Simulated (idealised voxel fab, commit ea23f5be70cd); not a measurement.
Herein follows the process module entitled voxel wiring stack.
Cross-section cut spans 200 nm and uses square cells 5 nm in size.
Throughout this document, each cross-section is represented as a grid of square cells and is presented as a sequence of bands enumerated from the top downward, where a band comprises one or more rows of cells. Per band: top height and bottom height in nm, followed by the left-to-right materials and their widths in nm; "throughout" marks a single material spanning edge to edge, "air" marks empty space. Heights are expressed relative to 0, this being the level below which the as-received wafer comprises one material exclusively. The lowest band is unbounded in the downward direction and is denoted as in "0 and below". Graded width ("30..40"): value in top row of band = first number; value in bottom row = second number; row-to-row change constant. Key: "no change" - step with no changed cell in the cross-section. The list in "Sealed voids" covers empty spaces of 8 cells or more that cannot reach the top through any open way, and it gives each as width x height at distance; the distance is from the left edge, and width, height and distance are in nm. It should be noted that, on the line of a given step, the content following the step's settings is a remark produced by the simulator itself with respect to that step. For masked steps, "overlay nm" on the step line gives how far right of plan the mask actually lay; a minus sign means it lay to the left.
# The planned process steps are enumerated hereunder
step 1: op RECEIVE | material Si
step 2: op CONFORMAL_DEP | material SiO2 | thk nm 15
step 3: op DIRECTIONAL_DEP | material TiN | thk nm 5
step 4: op DIRECTIONAL_DEP | material W | thk nm 25
step 5: op PATTERN | tone cover | mask id METAL_1 | material resist | width nm 25 | pitch nm 55 | thk nm 20 | overlay nm 0
step 6: op DIRECTIONAL_ETCH | etch materials W | depth nm 25
step 7: op DIRECTIONAL_ETCH | etch materials TiN | depth nm 5
step 8: op STRIP | etch materials resist
step 9: op CONFORMAL_DEP | material SiCN | thk nm 5
step 10: op FILL_DEP | material lowk | thk nm 5
step 11: op CMP | height nm 45
step 12: op CONFORMAL_DEP | material SiCN | thk nm 5
step 13: op DIRECTIONAL_DEP | material lowk | thk nm 20
step 14: op DIRECTIONAL_DEP | material aC | thk nm 15
step 15: op PATTERN | tone open | mask id PLUG_1 | material resist | width nm 15 | thk nm 30 | overlay nm 0
step 16: op DIRECTIONAL_ETCH | etch materials aC | depth nm 15
step 17: op STRIP | etch materials resist
step 18: op DIRECTIONAL_ETCH | etch materials lowk | depth nm 20
step 19: op DIRECTIONAL_ETCH | etch materials SiCN | depth nm 5
step 20: op STRIP | etch materials aC
step 21: op EPI | material Ru | thk nm 10
step 22: op EPI | material Ru | thk nm 10
step 23: op EPI | material Ru | thk nm 5
step 24: op DIRECTIONAL_DEP | material TiN | thk nm 5
step 25: op DIRECTIONAL_DEP | material Ru | thk nm 20
step 26: op DIRECTIONAL_DEP | material aC | thk nm 15
step 27: op PATTERN | tone cover | mask id METAL_2 | material resist | width nm 25 | pitch nm 55 | thk nm 30 | overlay nm 0
step 28: op DIRECTIONAL_ETCH | etch materials aC | depth nm 15
step 29: op STRIP | etch materials resist
step 30: op DIRECTIONAL_ETCH | etch materials Ru | depth nm 20
step 31: op DIRECTIONAL_ETCH | etch materials TiN | depth nm 5
step 32: op STRIP | etch materials aC
step 33: op CONFORMAL_DEP | material SiN | thk nm 5
step 34: op FILL_DEP | material SiO2 | thk nm 10
step 35: op CMP | height nm 95
step 36: op CONFORMAL_DEP | material SiCN | thk nm 5
step 37: op DIRECTIONAL_DEP | material lowk | thk nm 10
step 38: op DIRECTIONAL_DEP | material aC | thk nm 10
step 39: op PATTERN | tone open | mask id PLUG_2 | material resist | width nm 15 | pitch nm 55 | thk nm 25 | overlay nm 0
step 40: op DIRECTIONAL_ETCH | etch materials aC | depth nm 10
step 41: op STRIP | etch materials resist
step 42: op DIRECTIONAL_ETCH | etch materials lowk | depth nm 10
step 43: op DIRECTIONAL_ETCH | etch materials SiCN | depth nm 5
step 44: op STRIP | etch materials aC
step 45: op CONFORMAL_DEP | material TiN | thk nm 5
step 46: op FILL_DEP | material Ru | thk nm 10
step 47: op CMP | height nm 110
step 48: op CONFORMAL_DEP | material SiN | thk nm 5
step 49: op DIRECTIONAL_DEP | material SiO2 | thk nm 25
step 50: op PATTERN | tone open | mask id METAL_3 | material resist | width nm 25 | pitch nm 55 | thk nm 20 | overlay nm 0
step 51: op DIRECTIONAL_ETCH | etch materials SiO2 | depth nm 25
step 52: op DIRECTIONAL_ETCH | etch materials SiN | depth nm 5
step 53: op STRIP | etch materials resist
step 54: op CONFORMAL_DEP | material TiN | thk nm 5
step 55: op FILL_DEP | material Cu | thk nm 10
step 56: op CMP | height nm 140
step 57: op CONFORMAL_DEP | material SiCN | thk nm 5
# First of two wafers - as planned
# Cross-section of the wafer at receipt, which is the condition after step 1
> 0 and below | Si throughout
> Sealed voids: none
# The following cross-section depicts the wafer upon completion of step 2
> 15 down to 0 | SiO2 throughout
> Anything lower than 0 is untouched.
# The following cross-section depicts the wafer upon completion of step 3
> 20 down to 15 | TiN throughout
> Anything lower than 15 is untouched.
# The following cross-section depicts the wafer upon completion of step 4
> 45 down to 20 | W throughout
> Anything lower than 20 is untouched.
# The following cross-section depicts the wafer upon completion of step 5
> 65 down to 45 | 60 nm air | 25 nm resist | 30 nm air | 25 nm resist | 60 nm air
> Anything lower than 45 is untouched.
# The following cross-section depicts the wafer upon completion of step 6
> 65 down to 45 | 60 nm air | 25 nm resist | 30 nm air | 25 nm resist | 60 nm air
> 45 down to 20 | 60 nm air | 25 nm W | 30 nm air | 25 nm W | 60 nm air
> Anything lower than 20 is untouched.
# The following cross-section depicts the wafer upon completion of step 7
> 65 down to 45 | 60 nm air | 25 nm resist | 30 nm air | 25 nm resist | 60 nm air
> 45 down to 20 | 60 nm air | 25 nm W | 30 nm air | 25 nm W | 60 nm air
> 20 down to 15 | 60 nm air | 25 nm TiN | 30 nm air | 25 nm TiN | 60 nm air
> Anything lower than 15 is untouched.
# The following cross-section depicts the wafer upon completion of step 8
> 45 down to 20 | 60 nm air | 25 nm W | 30 nm air | 25 nm W | 60 nm air
> Anything lower than 20 is untouched.
# The following cross-section depicts the wafer upon completion of step 9
> 50 down to 45 | 55 nm air | 35 nm SiCN | 20 nm air | 35 nm SiCN | 55 nm air
> 45 down to 20 | 55 nm air | 5 nm SiCN | 25 nm W | 5 nm SiCN | 20 nm air | 5 nm SiCN | 25 nm W | 5 nm SiCN | 55 nm air
> 20 down to 15 | 60 nm SiCN | 25 nm TiN | 30 nm SiCN | 25 nm TiN | 60 nm SiCN
> Anything lower than 15 is untouched.
# The following cross-section depicts the wafer upon completion of step 10
> 55 down to 50 | lowk throughout
> 50 down to 45 | 55 nm lowk | 35 nm SiCN | 20 nm lowk | 35 nm SiCN | 55 nm lowk
> 45 down to 20 | 55 nm lowk | 5 nm SiCN | 25 nm W | 5 nm SiCN | 20 nm lowk | 5 nm SiCN | 25 nm W | 5 nm SiCN | 55 nm lowk
> Anything lower than 20 is untouched.
# The following cross-section depicts the wafer upon completion of step 11
> 45 down to 20 | 55 nm lowk | 5 nm SiCN | 25 nm W | 5 nm SiCN | 20 nm lowk | 5 nm SiCN | 25 nm W | 5 nm SiCN | 55 nm lowk
> Anything lower than 20 is untouched.
# The following cross-section depicts the wafer upon completion of step 12
> 50 down to 45 | SiCN throughout
> Anything lower than 45 is untouched.
# The following cross-section depicts the wafer upon completion of step 13
> 70 down to 50 | lowk throughout
> Anything lower than 50 is untouched.
# The following cross-section depicts the wafer upon completion of step 14
> 85 down to 70 | aC throughout
> Anything lower than 70 is untouched.
# The following cross-section depicts the wafer upon completion of step 15
> 115 down to 85 | 60 nm resist | 15 nm air | 125 nm resist
> Anything lower than 85 is untouched.
# The following cross-section depicts the wafer upon completion of step 16
> 100 down to 85 | 60 nm resist | 15 nm air | 125 nm resist
> 85 down to 70 | 60 nm aC | 15 nm air | 125 nm aC
> Anything lower than 70 is untouched.
# The following cross-section depicts the wafer upon completion of step 17
> 85 down to 70 | 60 nm aC | 15 nm air | 125 nm aC
> Anything lower than 70 is untouched.
# The following cross-section depicts the wafer upon completion of step 18
> 85 down to 70 | 60 nm aC | 15 nm air | 125 nm aC
> 70 down to 50 | 60 nm lowk | 15 nm air | 125 nm lowk
> Anything lower than 50 is untouched.
# The following cross-section depicts the wafer upon completion of step 19
> 85 down to 70 | 60 nm aC | 15 nm air | 125 nm aC
> 70 down to 50 | 60 nm lowk | 15 nm air | 125 nm lowk
> 50 down to 45 | 60 nm SiCN | 15 nm air | 125 nm SiCN
> Anything lower than 45 is untouched.
# The following cross-section depicts the wafer upon completion of step 20
> 70 down to 50 | 60 nm lowk | 15 nm air | 125 nm lowk
> Anything lower than 50 is untouched.
# The following cross-section depicts the wafer upon completion of step 21
> 70 down to 55 | 60 nm lowk | 15 nm air | 125 nm lowk
> 55 down to 50 | 60 nm lowk | 15 nm Ru | 125 nm lowk
> 50 down to 45 | 60 nm SiCN | 15 nm Ru | 125 nm SiCN
> Anything lower than 45 is untouched.
# The following cross-section depicts the wafer upon completion of step 22
> 70 down to 65 | 60 nm lowk | 15 nm air | 125 nm lowk
> 65 down to 50 | 60 nm lowk | 15 nm Ru | 125 nm lowk
> Anything lower than 50 is untouched.
# The following cross-section depicts the wafer upon completion of step 23
> 70 down to 50 | 60 nm lowk | 15 nm Ru | 125 nm lowk
> Anything lower than 50 is untouched.
# The following cross-section depicts the wafer upon completion of step 24
> 75 down to 70 | TiN throughout
> Anything lower than 70 is untouched.
# The following cross-section depicts the wafer upon completion of step 25
> 95 down to 75 | Ru throughout
> Anything lower than 75 is untouched.
# The following cross-section depicts the wafer upon completion of step 26
> 110 down to 95 | aC throughout
> Anything lower than 95 is untouched.
# The following cross-section depicts the wafer upon completion of step 27
> 140 down to 110 | 60 nm air | 25 nm resist | 30 nm air | 25 nm resist | 60 nm air
> Anything lower than 110 is untouched.
# The following cross-section depicts the wafer upon completion of step 28
> 125 down to 110 | 60 nm air | 25 nm resist | 30 nm air | 25 nm resist | 60 nm air
> 110 down to 95 | 60 nm air | 25 nm aC | 30 nm air | 25 nm aC | 60 nm air
> Anything lower than 95 is untouched.
# The following cross-section depicts the wafer upon completion of step 29
> 110 down to 95 | 60 nm air | 25 nm aC | 30 nm air | 25 nm aC | 60 nm air
> Anything lower than 95 is untouched.
# The following cross-section depicts the wafer upon completion of step 30
> 110 down to 95 | 60 nm air | 25 nm aC | 30 nm air | 25 nm aC | 60 nm air
> 95 down to 75 | 60 nm air | 25 nm Ru | 30 nm air | 25 nm Ru | 60 nm air
> Anything lower than 75 is untouched.
# The following cross-section depicts the wafer upon completion of step 31
> 110 down to 95 | 60 nm air | 25 nm aC | 30 nm air | 25 nm aC | 60 nm air
> 95 down to 75 | 60 nm air | 25 nm Ru | 30 nm air | 25 nm Ru | 60 nm air
> 75 down to 70 | 60 nm air | 25 nm TiN | 30 nm air | 25 nm TiN | 60 nm air
> Anything lower than 70 is untouched.
# The following cross-section depicts the wafer upon completion of step 32
> 95 down to 75 | 60 nm air | 25 nm Ru | 30 nm air | 25 nm Ru | 60 nm air
> Anything lower than 75 is untouched.
# The following cross-section depicts the wafer upon completion of step 33
> 100 down to 95 | 55 nm air | 35 nm SiN | 20 nm air | 35 nm SiN | 55 nm air
> 95 down to 75 | 55 nm air | 5 nm SiN | 25 nm Ru | 5 nm SiN | 20 nm air | 5 nm SiN | 25 nm Ru | 5 nm SiN | 55 nm air
> 75 down to 70 | 60 nm SiN | 25 nm TiN | 30 nm SiN | 25 nm TiN | 60 nm SiN
> Anything lower than 70 is untouched.
# The following cross-section depicts the wafer upon completion of step 34
> 110 down to 100 | SiO2 throughout
> 100 down to 95 | 55 nm SiO2 | 35 nm SiN | 20 nm SiO2 | 35 nm SiN | 55 nm SiO2
> 95 down to 75 | 55 nm SiO2 | 5 nm SiN | 25 nm Ru | 5 nm SiN | 20 nm SiO2 | 5 nm SiN | 25 nm Ru | 5 nm SiN | 55 nm SiO2
> Anything lower than 75 is untouched.
# The following cross-section depicts the wafer upon completion of step 35
> 95 down to 75 | 55 nm SiO2 | 5 nm SiN | 25 nm Ru | 5 nm SiN | 20 nm SiO2 | 5 nm SiN | 25 nm Ru | 5 nm SiN | 55 nm SiO2
> Anything lower than 75 is untouched.
# The following cross-section depicts the wafer upon completion of step 36
> 100 down to 95 | SiCN throughout
> Anything lower than 95 is untouched.
# The following cross-section depicts the wafer upon completion of step 37
> 110 down to 100 | lowk throughout
> Anything lower than 100 is untouched.
# The following cross-section depicts the wafer upon completion of step 38
> 120 down to 110 | aC throughout
> Anything lower than 110 is untouched.
# The following cross-section depicts the wafer upon completion of step 39
> 145 down to 120 | 60 nm resist | 15 nm air | 40 nm resist | 15 nm air | 70 nm resist
> Anything lower than 120 is untouched.
# The following cross-section depicts the wafer upon completion of step 40
> 135 down to 120 | 60 nm resist | 15 nm air | 40 nm resist | 15 nm air | 70 nm resist
> 120 down to 110 | 60 nm aC | 15 nm air | 40 nm aC | 15 nm air | 70 nm aC
> Anything lower than 110 is untouched.
# The following cross-section depicts the wafer upon completion of step 41
> 120 down to 110 | 60 nm aC | 15 nm air | 40 nm aC | 15 nm air | 70 nm aC
> Anything lower than 110 is untouched.
# The following cross-section depicts the wafer upon completion of step 42
> 120 down to 110 | 60 nm aC | 15 nm air | 40 nm aC | 15 nm air | 70 nm aC
> 110 down to 100 | 60 nm lowk | 15 nm air | 40 nm lowk | 15 nm air | 70 nm lowk
> Anything lower than 100 is untouched.
# The following cross-section depicts the wafer upon completion of step 43
> 120 down to 110 | 60 nm aC | 15 nm air | 40 nm aC | 15 nm air | 70 nm aC
> 110 down to 100 | 60 nm lowk | 15 nm air | 40 nm lowk | 15 nm air | 70 nm lowk
> 100 down to 95 | 60 nm SiCN | 15 nm air | 40 nm SiCN | 15 nm air | 70 nm SiCN
> Anything lower than 95 is untouched.
# The following cross-section depicts the wafer upon completion of step 44
> 110 down to 100 | 60 nm lowk | 15 nm air | 40 nm lowk | 15 nm air | 70 nm lowk
> Anything lower than 100 is untouched.
# The following cross-section depicts the wafer upon completion of step 45
> 115 down to 110 | 65 nm TiN | 5 nm air | 50 nm TiN | 5 nm air | 75 nm TiN
> 110 down to 100 | 60 nm lowk | 5 nm TiN | 5 nm air | 5 nm TiN | 40 nm lowk | 5 nm TiN | 5 nm air | 5 nm TiN | 70 nm lowk
> 100 down to 95 | 60 nm SiCN | 15 nm TiN | 40 nm SiCN | 15 nm TiN | 70 nm SiCN
> Anything lower than 95 is untouched.
# The following cross-section depicts the wafer upon completion of step 46
> 125 down to 115 | Ru throughout
> 115 down to 110 | 65 nm TiN | 5 nm Ru | 50 nm TiN | 5 nm Ru | 75 nm TiN
> 110 down to 100 | 60 nm lowk | 5 nm TiN | 5 nm Ru | 5 nm TiN | 40 nm lowk | 5 nm TiN | 5 nm Ru | 5 nm TiN | 70 nm lowk
> Anything lower than 100 is untouched.
# The following cross-section depicts the wafer upon completion of step 47
> 110 down to 100 | 60 nm lowk | 5 nm TiN | 5 nm Ru | 5 nm TiN | 40 nm lowk | 5 nm TiN | 5 nm Ru | 5 nm TiN | 70 nm lowk
> Anything lower than 100 is untouched.
# The following cross-section depicts the wafer upon completion of step 48
> 115 down to 110 | SiN throughout
> Anything lower than 110 is untouched.
# The following cross-section depicts the wafer upon completion of step 49
> 140 down to 115 | SiO2 throughout
> Anything lower than 115 is untouched.
# The following cross-section depicts the wafer upon completion of step 50
> 160 down to 140 | 60 nm resist | 25 nm air | 30 nm resist | 25 nm air | 60 nm resist
> Anything lower than 140 is untouched.
# The following cross-section depicts the wafer upon completion of step 51
> 160 down to 140 | 60 nm resist | 25 nm air | 30 nm resist | 25 nm air | 60 nm resist
> 140 down to 115 | 60 nm SiO2 | 25 nm air | 30 nm SiO2 | 25 nm air | 60 nm SiO2
> Anything lower than 115 is untouched.
# The following cross-section depicts the wafer upon completion of step 52
> 160 down to 140 | 60 nm resist | 25 nm air | 30 nm resist | 25 nm air | 60 nm resist
> 140 down to 115 | 60 nm SiO2 | 25 nm air | 30 nm SiO2 | 25 nm air | 60 nm SiO2
> 115 down to 110 | 60 nm SiN | 25 nm air | 30 nm SiN | 25 nm air | 60 nm SiN
> Anything lower than 110 is untouched.
# The following cross-section depicts the wafer upon completion of step 53
> 140 down to 115 | 60 nm SiO2 | 25 nm air | 30 nm SiO2 | 25 nm air | 60 nm SiO2
> Anything lower than 115 is untouched.
# The following cross-section depicts the wafer upon completion of step 54
> 145 down to 140 | 65 nm TiN | 15 nm air | 40 nm TiN | 15 nm air | 65 nm TiN
> 140 down to 115 | 60 nm SiO2 | 5 nm TiN | 15 nm air | 5 nm TiN | 30 nm SiO2 | 5 nm TiN | 15 nm air | 5 nm TiN | 60 nm SiO2
> 115 down to 110 | 60 nm SiN | 25 nm TiN | 30 nm SiN | 25 nm TiN | 60 nm SiN
> Anything lower than 110 is untouched.
# The following cross-section depicts the wafer upon completion of step 55
> 155 down to 145 | Cu throughout
> 145 down to 140 | 65 nm TiN | 15 nm Cu | 40 nm TiN | 15 nm Cu | 65 nm TiN
> 140 down to 115 | 60 nm SiO2 | 5 nm TiN | 15 nm Cu | 5 nm TiN | 30 nm SiO2 | 5 nm TiN | 15 nm Cu | 5 nm TiN | 60 nm SiO2
> Anything lower than 115 is untouched.
# The following cross-section depicts the wafer upon completion of step 56
> 140 down to 115 | 60 nm SiO2 | 5 nm TiN | 15 nm Cu | 5 nm TiN | 30 nm SiO2 | 5 nm TiN | 15 nm Cu | 5 nm TiN | 60 nm SiO2
> Anything lower than 115 is untouched.
# The following cross-section depicts the wafer upon completion of step 57
> 145 down to 140 | SiCN throughout
> Anything lower than 140 is untouched.
# Wafer two of two - same starting point, same process plan, one mistake in execution; matches wafer one up to and including step 20
# Cross-section of the second wafer when, according to plan, step 22 should have finished
> 70 down to 55 | 60 nm lowk | 15 nm air | 125 nm lowk
> 55 down to 50 | 60 nm lowk | 15 nm Ru | 125 nm lowk
> 50 down to 45 | 60 nm SiCN | 15 nm Ru | 125 nm SiCN
> Anything lower than 45 is untouched.
# Cross-section of the second wafer when, according to plan, step 23 should have finished
> 70 down to 60 | 60 nm lowk | 15 nm air | 125 nm lowk
> 60 down to 50 | 60 nm lowk | 15 nm Ru | 125 nm lowk
> Anything lower than 50 is untouched.
# Cross-section of the second wafer when, according to plan, step 24 should have finished
> 75 down to 70 | 60 nm TiN | 15 nm air | 125 nm TiN
> 70 down to 65 | 60 nm lowk | 15 nm air | 125 nm lowk
> 65 down to 60 | 60 nm lowk | 15 nm TiN | 125 nm lowk
> Anything lower than 60 is untouched.
# Cross-section of the second wafer when, according to plan, step 25 should have finished
> 95 down to 85 | 60 nm Ru | 15 nm air | 125 nm Ru
> 85 down to 75 | Ru throughout
> 75 down to 70 | 60 nm TiN | 15 nm Ru | 125 nm TiN
> 70 down to 65 | 60 nm lowk | 15 nm Ru | 125 nm lowk
> Anything lower than 65 is untouched.
# Cross-section of the second wafer when, according to plan, step 26 should have finished
> 110 down to 100 | 60 nm aC | 15 nm air | 125 nm aC
> 100 down to 95 | aC throughout
> 95 down to 85 | 60 nm Ru | 15 nm aC | 125 nm Ru
> Anything lower than 85 is untouched.
# Cross-section of the second wafer when, according to plan, step 27 should have finished
> 140 down to 110 | 60 nm air | 25 nm resist | 30 nm air | 25 nm resist | 60 nm air
> 110 down to 100 | 60 nm aC | 15 nm resist | 125 nm aC
> Anything lower than 100 is untouched.
# Cross-section of the second wafer when, according to plan, step 28 should have finished
> 125 down to 110 | 60 nm air | 25 nm resist | 30 nm air | 25 nm resist | 60 nm air
> 110 down to 100 | 60 nm air | 15 nm resist | 10 nm aC | 30 nm air | 25 nm aC | 60 nm air
> 100 down to 95 | 60 nm air | 25 nm aC | 30 nm air | 25 nm aC | 60 nm air
> Anything lower than 95 is untouched.
# Cross-section of the second wafer when, according to plan, step 29 should have finished
> 110 down to 100 | 75 nm air | 10 nm aC | 30 nm air | 25 nm aC | 60 nm air
> Anything lower than 100 is untouched.
# Cross-section of the second wafer when, according to plan, step 30 should have finished
> 110 down to 100 | 75 nm air | 10 nm aC | 30 nm air | 25 nm aC | 60 nm air
> 100 down to 95 | 60 nm air | 25 nm aC | 30 nm air | 25 nm aC | 60 nm air
> 95 down to 85 | 60 nm air | 15 nm aC | 10 nm Ru | 30 nm air | 25 nm Ru | 60 nm air
> 85 down to 75 | 60 nm air | 25 nm Ru | 30 nm air | 25 nm Ru | 60 nm air
> Anything lower than 75 is untouched.
# Cross-section of the second wafer when, according to plan, step 31 should have finished
> 110 down to 100 | 75 nm air | 10 nm aC | 30 nm air | 25 nm aC | 60 nm air
> 100 down to 95 | 60 nm air | 25 nm aC | 30 nm air | 25 nm aC | 60 nm air
> 95 down to 85 | 60 nm air | 15 nm aC | 10 nm Ru | 30 nm air | 25 nm Ru | 60 nm air
> 85 down to 75 | 60 nm air | 25 nm Ru | 30 nm air | 25 nm Ru | 60 nm air
> 75 down to 70 | 60 nm air | 15 nm Ru | 10 nm TiN | 30 nm air | 25 nm TiN | 60 nm air
> Anything lower than 70 is untouched.
# Cross-section of the second wafer when, according to plan, step 32 should have finished
> 95 down to 85 | 75 nm air | 10 nm Ru | 30 nm air | 25 nm Ru | 60 nm air
> Anything lower than 85 is untouched.
# Cross-section of the second wafer when, according to plan, step 33 should have finished
> 100 down to 95 | 70 nm air | 20 nm SiN | 20 nm air | 35 nm SiN | 55 nm air
> 95 down to 85 | 70..55 nm air | 5..20 nm SiN | 10 nm Ru | 5 nm SiN | 20 nm air | 5 nm SiN | 25 nm Ru | 5 nm SiN | 55 nm air
> 85 down to 75 | 55 nm air | 5 nm SiN | 25 nm Ru | 5 nm SiN | 20 nm air | 5 nm SiN | 25 nm Ru | 5 nm SiN | 55 nm air
> 75 down to 70 | 60 nm SiN | 15 nm Ru | 10 nm TiN | 30 nm SiN | 25 nm TiN | 60 nm SiN
> Anything lower than 70 is untouched.
# Cross-section of the second wafer when, according to plan, step 34 should have finished
> 110 down to 100 | SiO2 throughout
> 100 down to 95 | 70 nm SiO2 | 20 nm SiN | 20 nm SiO2 | 35 nm SiN | 55 nm SiO2
> 95 down to 85 | 70..55 nm SiO2 | 5..20 nm SiN | 10 nm Ru | 5 nm SiN | 20 nm SiO2 | 5 nm SiN | 25 nm Ru | 5 nm SiN | 55 nm SiO2
> 85 down to 75 | 55 nm SiO2 | 5 nm SiN | 25 nm Ru | 5 nm SiN | 20 nm SiO2 | 5 nm SiN | 25 nm Ru | 5 nm SiN | 55 nm SiO2
> Anything lower than 75 is untouched.
# Cross-section of the second wafer when, according to plan, step 35 should have finished
> 95 down to 85 | 70..55 nm SiO2 | 5..20 nm SiN | 10 nm Ru | 5 nm SiN | 20 nm SiO2 | 5 nm SiN | 25 nm Ru | 5 nm SiN | 55 nm SiO2
> Anything lower than 85 is untouched.
# Cross-section of the second wafer when, according to plan, step 36 should have finished
> 100 down to 95 | SiCN throughout
> Anything lower than 95 is untouched.
# Cross-section of the second wafer when, according to plan, step 37 should have finished
> 110 down to 100 | lowk throughout
> Anything lower than 100 is untouched.
# Cross-section of the second wafer when, according to plan, step 38 should have finished
> 120 down to 110 | aC throughout
> Anything lower than 110 is untouched.
# Cross-section of the second wafer when, according to plan, step 39 should have finished
> 145 down to 120 | 60 nm resist | 15 nm air | 40 nm resist | 15 nm air | 70 nm resist
> Anything lower than 120 is untouched.
# Cross-section of the second wafer when, according to plan, step 40 should have finished
> 135 down to 120 | 60 nm resist | 15 nm air | 40 nm resist | 15 nm air | 70 nm resist
> 120 down to 110 | 60 nm aC | 15 nm air | 40 nm aC | 15 nm air | 70 nm aC
> Anything lower than 110 is untouched.
# Cross-section of the second wafer when, according to plan, step 41 should have finished
> 120 down to 110 | 60 nm aC | 15 nm air | 40 nm aC | 15 nm air | 70 nm aC
> Anything lower than 110 is untouched.
# Cross-section of the second wafer when, according to plan, step 42 should have finished
> 120 down to 110 | 60 nm aC | 15 nm air | 40 nm aC | 15 nm air | 70 nm aC
> 110 down to 100 | 60 nm lowk | 15 nm air | 40 nm lowk | 15 nm air | 70 nm lowk
> Anything lower than 100 is untouched.
# Cross-section of the second wafer when, according to plan, step 43 should have finished
> 120 down to 110 | 60 nm aC | 15 nm air | 40 nm aC | 15 nm air | 70 nm aC
> 110 down to 100 | 60 nm lowk | 15 nm air | 40 nm lowk | 15 nm air | 70 nm lowk
> 100 down to 95 | 60 nm SiCN | 15 nm air | 40 nm SiCN | 15 nm air | 70 nm SiCN
> Anything lower than 95 is untouched.
# Cross-section of the second wafer when, according to plan, step 44 should have finished
> 110 down to 100 | 60 nm lowk | 15 nm air | 40 nm lowk | 15 nm air | 70 nm lowk
> Anything lower than 100 is untouched.
# Cross-section of the second wafer when, according to plan, step 45 should have finished
> 115 down to 110 | 65 nm TiN | 5 nm air | 50 nm TiN | 5 nm air | 75 nm TiN
> 110 down to 100 | 60 nm lowk | 5 nm TiN | 5 nm air | 5 nm TiN | 40 nm lowk | 5 nm TiN | 5 nm air | 5 nm TiN | 70 nm lowk
> 100 down to 95 | 60 nm SiCN | 15 nm TiN | 40 nm SiCN | 15 nm TiN | 70 nm SiCN
> Anything lower than 95 is untouched.
# Cross-section of the second wafer when, according to plan, step 46 should have finished
> 125 down to 115 | Ru throughout
> 115 down to 110 | 65 nm TiN | 5 nm Ru | 50 nm TiN | 5 nm Ru | 75 nm TiN
> 110 down to 100 | 60 nm lowk | 5 nm TiN | 5 nm Ru | 5 nm TiN | 40 nm lowk | 5 nm TiN | 5 nm Ru | 5 nm TiN | 70 nm lowk
> Anything lower than 100 is untouched.
# Cross-section of the second wafer when, according to plan, step 47 should have finished
> 110 down to 100 | 60 nm lowk | 5 nm TiN | 5 nm Ru | 5 nm TiN | 40 nm lowk | 5 nm TiN | 5 nm Ru | 5 nm TiN | 70 nm lowk
> Anything lower than 100 is untouched.
# Cross-section of the second wafer when, according to plan, step 48 should have finished
> 115 down to 110 | SiN throughout
> Anything lower than 110 is untouched.
# Cross-section of the second wafer when, according to plan, step 49 should have finished
> 140 down to 115 | SiO2 throughout
> Anything lower than 115 is untouched.
# Cross-section of the second wafer when, according to plan, step 50 should have finished
> 160 down to 140 | 60 nm resist | 25 nm air | 30 nm resist | 25 nm air | 60 nm resist
> Anything lower than 140 is untouched.
# Cross-section of the second wafer when, according to plan, step 51 should have finished
> 160 down to 140 | 60 nm resist | 25 nm air | 30 nm resist | 25 nm air | 60 nm resist
> 140 down to 115 | 60 nm SiO2 | 25 nm air | 30 nm SiO2 | 25 nm air | 60 nm SiO2
> Anything lower than 115 is untouched.
# Cross-section of the second wafer when, according to plan, step 52 should have finished
> 160 down to 140 | 60 nm resist | 25 nm air | 30 nm resist | 25 nm air | 60 nm resist
> 140 down to 115 | 60 nm SiO2 | 25 nm air | 30 nm SiO2 | 25 nm air | 60 nm SiO2
> 115 down to 110 | 60 nm SiN | 25 nm air | 30 nm SiN | 25 nm air | 60 nm SiN
> Anything lower than 110 is untouched.
# Cross-section of the second wafer when, according to plan, step 53 should have finished
> 140 down to 115 | 60 nm SiO2 | 25 nm air | 30 nm SiO2 | 25 nm air | 60 nm SiO2
> Anything lower than 115 is untouched.
# Cross-section of the second wafer when, according to plan, step 54 should have finished
> 145 down to 140 | 65 nm TiN | 15 nm air | 40 nm TiN | 15 nm air | 65 nm TiN
> 140 down to 115 | 60 nm SiO2 | 5 nm TiN | 15 nm air | 5 nm TiN | 30 nm SiO2 | 5 nm TiN | 15 nm air | 5 nm TiN | 60 nm SiO2
> 115 down to 110 | 60 nm SiN | 25 nm TiN | 30 nm SiN | 25 nm TiN | 60 nm SiN
> Anything lower than 110 is untouched.
# Cross-section of the second wafer when, according to plan, step 55 should have finished
> 155 down to 145 | Cu throughout
> 145 down to 140 | 65 nm TiN | 15 nm Cu | 40 nm TiN | 15 nm Cu | 65 nm TiN
> 140 down to 115 | 60 nm SiO2 | 5 nm TiN | 15 nm Cu | 5 nm TiN | 30 nm SiO2 | 5 nm TiN | 15 nm Cu | 5 nm TiN | 60 nm SiO2
> Anything lower than 115 is untouched.
# Cross-section of the second wafer when, according to plan, step 56 should have finished
> 140 down to 115 | 60 nm SiO2 | 5 nm TiN | 15 nm Cu | 5 nm TiN | 30 nm SiO2 | 5 nm TiN | 15 nm Cu | 5 nm TiN | 60 nm SiO2
> Anything lower than 115 is untouched.
# Cross-section of the second wafer when, according to plan, step 57 should have finished
> 145 down to 140 | SiCN throughout
> Anything lower than 140 is untouched.
Which mistake was made when the wafer was run? one of the identical steps 21 and 22 is absent from the process, and it is not possible to establish which
Final wafer comparison in cells, second versus first, more or fewer per material: -6 Ru, +3 SiN, +3 SiO2
